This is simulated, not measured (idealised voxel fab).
Proc. module: voxel wiring stack
Square cell edge 5 nm, section width 220 nm, ID cut.
How to read a cross-section here: the picture is a grid of square cells, written as bands going from the top down, and any band can span one or more rows of cells. This entry defines a band. It first specifies the height of the band's top and the height of its bottom in nm, and then specifies the band's materials from left to right, stating each material with its width in nm. The word "all across" identifies a single material that fills the band from edge to edge, while the word "empty" identifies empty space. Height is counted from the level 0, under which the received wafer is composed throughout of one material. The lowest of the bands is not closed at the bottom but continues downward, in the notation "z 0 and below". You'd read "30->40" like this: the band's top row of cells is as wide as the first number, its bottom row is as wide as the second, and going down, every row changes width by the same amount as the row before did. Given "no modification" for a step, no cell of the cross-section differs between before and after that step. The entry "Entrapped voids" lists the empty spaces that cover at least 8 cells and have no open path to the top. Each is written as width x height at distance, where the distance is measured from the left edge and all three values are in nm. If you see something after the settings on a step's line, that's the simulator's own remark about that step. overlay nm: for a step with a mask, the amount by which the mask lay right of where it was planned; a negative amount means left of it.
[Process steps - plan]
| 1 | RECEIVE: material Si |
| 2 | CONFORMAL_DEP: material SiO2, thk nm 15 |
| 3 | CONFORMAL_DEP: material SiCN, thk nm 5 |
| 4 | DIRECTIONAL_DEP: material lowk, thk nm 15 |
| 5 | PATTERN: tone open, mask id METAL_1, material resist, width nm 25, pitch nm 45, thk nm 15, overlay nm 0 |
| 6 | DIRECTIONAL_ETCH: etch materials lowk, depth nm 15 |
| 7 | DIRECTIONAL_ETCH: etch materials SiCN, depth nm 5 |
| 8 | STRIP: etch materials resist |
| 9 | CONFORMAL_DEP: material TiN, thk nm 5 |
| 10 | FILL_DEP: material Cu, thk nm 10 |
| 11 | CMP: height nm 35 |
| 12 | EPI: material Ru, thk nm 5 |
| 13 | FILL_DEP: material SiCN, thk nm 5 |
| 14 | DIRECTIONAL_DEP: material lowk, thk nm 20 |
| 15 | PATTERN: tone open, mask id PLUG_1, material resist, width nm 15, thk nm 20, overlay nm 0 |
| 16 | DIRECTIONAL_ETCH: etch materials lowk, depth nm 20 |
| 17 | DIRECTIONAL_ETCH: etch materials SiCN, depth nm 5 |
| 18 | STRIP: etch materials resist |
| 19 | CONFORMAL_DEP: material TiN, thk nm 5 |
| 20 | FILL_DEP: material Cu, thk nm 10 |
| 21 | CMP: height nm 65 |
| 22 | CONFORMAL_DEP: material SiCN, thk nm 5 |
| 23 | DIRECTIONAL_DEP: material lowk, thk nm 20 |
| 24 | PATTERN: tone open, mask id METAL_2, material resist, width nm 25, pitch nm 45, thk nm 15, overlay nm 0 |
| 25 | DIRECTIONAL_ETCH: etch materials lowk, depth nm 20 |
| 26 | DIRECTIONAL_ETCH: etch materials SiCN, depth nm 5 |
| 27 | STRIP: etch materials resist |
| 28 | CONFORMAL_DEP: material TiN, thk nm 5 |
| 29 | FILL_DEP: material Cu, thk nm 5 |
| 30 | CMP: height nm 90 |
| 31 | EPI: material Ru, thk nm 5 |
| 32 | FILL_DEP: material SiCN, thk nm 5 |
| 33 | DIRECTIONAL_DEP: material SiO2, thk nm 30 |
| 34 | PATTERN: tone open, mask id METAL_3_HOLES, material resist, width nm 15, thk nm 20, overlay nm 0 |
| 35 | DIRECTIONAL_ETCH: etch materials SiO2, depth nm 30 |
| 36 | STRIP: etch materials resist |
| 37 | PATTERN: tone open, mask id METAL_3, material resist, width nm 25, pitch nm 45, thk nm 20, overlay nm 0 |
| 38 | DIRECTIONAL_ETCH: etch materials SiO2, depth nm 15 |
| 39 | DIRECTIONAL_ETCH: etch materials SiCN, depth nm 5 |
| 40 | STRIP: etch materials resist |
| 41 | CONFORMAL_DEP: material TiN, thk nm 5 |
| 42 | FILL_DEP: material Cu, thk nm 10 |
| 43 | CMP: height nm 130 |
| 44 | CONFORMAL_DEP: material SiCN, thk nm 5 |
| 45 | DIRECTIONAL_DEP: material lowk, thk nm 30 |
| 46 | PATTERN: tone open, mask id METAL_4, material resist, width nm 25, pitch nm 45, thk nm 15, overlay nm 0 |
| 47 | DIRECTIONAL_ETCH: etch materials lowk, depth nm 15 |
| 48 | STRIP: etch materials resist |
| 49 | PATTERN: tone open, mask id METAL_4_HOLES, material resist, width nm 15, pitch nm 45, thk nm 15, overlay nm 0 |
| 50 | DIRECTIONAL_ETCH: etch materials lowk, depth nm 15 |
| 51 | DIRECTIONAL_ETCH: etch materials SiCN, depth nm 5 |
| 52 | STRIP: etch materials resist |
| 53 | CONFORMAL_DEP: material TiN, thk nm 5 |
| 54 | FILL_DEP: material Cu, thk nm 5 |
| 55 | CMP: height nm 165 |
| 56 | CONFORMAL_DEP: material SiCN, thk nm 5 |
[Delivered wafer in cross-section: state after step 1]
z 0 and below = Si all across
Entrapped voids: none
[Wafer cross-section at module end: first of two, run to plan]
z 170 to 165 = SiCN all across
z 165 to 155 = lowk=75, TiN=5, Cu=15, TiN=5, lowk=20, TiN=5, Cu=15, TiN=5, lowk=75
z 155 to 150 = lowk=75, TiN=5, Cu=5, TiN=15, lowk=20, TiN=5, Cu=5, TiN=15, lowk=75
z 150 to 135 = lowk=75, TiN=5, Cu=5, TiN=5, lowk=30, TiN=5, Cu=5, TiN=5, lowk=85
z 135 to 130 = SiCN=75, TiN=15, SiCN=30, TiN=15, SiCN=85
z 130 to 120 = SiO2=75, TiN=5, Cu=15, TiN=5, SiO2=20, TiN=5, Cu=15, TiN=5, SiO2=75
z 120 to 115 = SiO2=75, TiN=5, Cu=5, TiN=15, SiO2=20, TiN=25, SiO2=75
z 115 to 100 = SiO2=75, TiN=5, Cu=5, TiN=5, SiO2=130
z 100 to 95 = SiCN=75, TiN=15, SiCN=130
z 95 to 90 = SiCN=70, Ru=35, SiCN=10, Ru=35, SiCN=70
z 90 to 70 = lowk=75, TiN=5, Cu=15, TiN=5, lowk=20, TiN=5, Cu=15, TiN=5, lowk=75
z 70 to 65 = SiCN=75, TiN=25, SiCN=20, TiN=25, SiCN=75
z 65 to 45 = lowk=75, TiN=5, Cu=5, TiN=5, lowk=130
z 45 to 40 = SiCN=75, TiN=15, SiCN=130
z 40 to 35 = SiCN=70, Ru=35, SiCN=10, Ru=35, SiCN=70
z 35 to 20 = lowk=75, TiN=5, Cu=15, TiN=5, lowk=20, TiN=5, Cu=15, TiN=5, lowk=75
z 20 to 15 = SiCN=75, TiN=25, SiCN=20, TiN=25, SiCN=75
z 15 to 0 = SiO2 all across
z 0 and below = Si all across
Entrapped voids: none
[So this is wafer number two of the two, cut at the end of the module - it started where the first did and had the same plan, we just got one thing wrong running it]
z 170 to 165 = SiCN all across
z 165 to 155 = lowk=75, TiN=5, Cu=15, TiN=5, lowk=20, TiN=5, Cu=15, TiN=5, lowk=75
z 155 to 150 = lowk=75, TiN=5, Cu=5, TiN=15, lowk=20, TiN=5, Cu=5, TiN=15, lowk=75
z 150 to 135 = lowk=75, TiN=5, Cu=5, TiN=5, lowk=30, TiN=5, Cu=5, TiN=5, lowk=85
z 135 to 130 = SiCN=75, TiN=15, SiCN=30, TiN=15, SiCN=85
z 130 to 120 = SiO2=75, TiN=5, Cu=15, TiN=5, SiO2=20, TiN=5, Cu=15, TiN=5, SiO2=75
z 120 to 115 = SiO2=75, TiN=5, Cu=5, TiN=15, SiO2=20, TiN=25, SiO2=75
z 115 to 100 = SiO2=75, TiN=5, Cu=5, TiN=5, SiO2=130
z 100 to 95 = SiCN=75, TiN=15, SiCN=130
z 95 to 90 = SiCN=70, Ru=35, SiCN=10, Ru=35, SiCN=70
z 90 to 70 = lowk=75, TiN=5, Cu=15, TiN=5, lowk=20, TiN=5, Cu=15, TiN=5, lowk=75
z 70 to 65 = SiCN=75, TiN=25, SiCN=20, TiN=25, SiCN=75
z 65 to 60 = lowk=75, TiN=5, Cu=5, TiN=5, lowk=130
z 60 to 55 = SiCN=75, TiN=15, SiCN=130
z 55 to 50 = Ru all across
z 50 to 40 = Cu all across
z 40 to 35 = TiN=80, Cu=15, TiN=30, Cu=15, TiN=80
z 35 to 20 = lowk=75, TiN=5, Cu=15, TiN=5, lowk=20, TiN=5, Cu=15, TiN=5, lowk=75
z 20 to 15 = SiCN=75, TiN=25, SiCN=20, TiN=25, SiCN=75
z 15 to 0 = SiO2 all across
z 0 and below = Si all across
Entrapped voids: none
What broke from the plan during processing? step 11 from the plan never happened, it was just skipped
Cell-count delta at end, second wafer over first, by material: 91 more of Cu | 30 more of Ru | 30 fewer of SiCN | 32 more of TiN | 123 fewer of lowk
